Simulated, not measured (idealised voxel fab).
Title: Process Module voxel self aligned contacts
Square cell edge 5 nm, section width 150 nm, ID cut.
Cross-section, as written here: a square-cell grid given band by band from the top down, where a band holds one or more rows of cells. A band entry consists of two parts. The first gives the height of the band's top and the height of its bottom, in nm. The rest lists the band's materials from left to right, each with its width in nm. A single material labelled with the word "all across" fills the band from edge to edge, and the word "blank" marks empty space. Below 0: as-received wafer, all one material; heights counted from there. Lowest band: no bottom, goes on down, written "0 nm and below". A width given as "30->40" starts at the first number in the band's top row and ends at the second number in its bottom row, shifting by an equal amount at every step from row to row. "same as before" for a step: no cell of the cross-section changed in that step. Entry "Closed cavity list". Content: empty spaces with no open connection to the top, size 8 cells or greater. Each: width x height at distance. Distance: from left edge. Unit: nm. Formally, on a step line, whatever follows the settings is a remark that the simulator itself makes on the step. For masked steps, "overlay nm" on the step line gives how far right of plan the mask actually lay; a minus sign means it lay to the left.
STEPS PLANNED FOR THE PROCESS
| 1 | RECEIVE with material Si |
| 2 | OXIDIZE with depth nm 5 |
| 3 | DIRECTIONAL_DEP with material polySi, thk nm 20 |
| 4 | DIRECTIONAL_DEP with material SiN, thk nm 20 |
| 5 | MASKED_ETCH with tone cover, mask id GATE, width nm 35, pitch nm 65, etch materials SiN, depth nm 20, overlay nm 0 |
| 6 | MASKED_ETCH with tone cover, mask id GATE, width nm 35, pitch nm 65, etch materials polySi, depth nm 20, overlay nm 0 |
| 7 | CONFORMAL_DEP with material SiN, thk nm 5 |
| 8 | DIRECTIONAL_ETCH with etch materials SiN, depth nm 5 |
| 9 | FILL_DEP with material SiO2, thk nm 20 |
| 10 | CMP with height nm 50 |
| 11 | MASKED_ETCH with tone open, mask id CONTACT, width nm 40, etch materials SiO2, depth nm 55, overlay nm 0 |
| 12 | CONFORMAL_DEP with material TiN, thk nm 5 |
| 13 | FILL_DEP with material Ru, thk nm 5 |
| 14 | CMP with height nm 50 |
| 15 | CONFORMAL_DEP with material SiN, thk nm 5 |
SHOWN IN CROSS-SECTION IS THE WAFER AS RECEIVED, THAT IS, AS IT STANDS AFTER STEP 1
> 0 nm and below  Si all across
> Closed cavity list: none
HERE'S THE WAFER CUT IN CROSS-SECTION AFTER THE MODULE, STARTED AND PLANNED JUST LIKE ABOVE, EXCEPT ONE THING WAS DONE WRONG IN THE RUN
> 55 nm to 50 nm  SiN all across
> 50 nm to 40 nm  SiO2 (50), then TiN (5->20), then Ru (40->10), then TiN (5->20), then SiO2 (50)
> 40 nm to 20 nm  SiO2 (20), then SiN (45), then TiN (5), then Ru (10), then TiN (5), then SiN (45), then SiO2 (20)
> 20 nm to 0 nm  SiO2 (20), then SiN (5), then polySi (35), then SiN (5), then TiN (5), then Ru (10), then TiN (5), then SiN (5), then polySi (35), then SiN (5), then SiO2 (20)
> 0 nm to -5 nm  SiO2 (65), then TiN (20), then SiO2 (65)
> -5 nm and below  Si all across
> Closed cavity list: none
Deviation from plan: step 11 changed vs plan, executed as MASKED_ETCH with tone open, mask id CONTACT, width nm 50, etch materials SiO2, depth nm 55, overlay nm 0
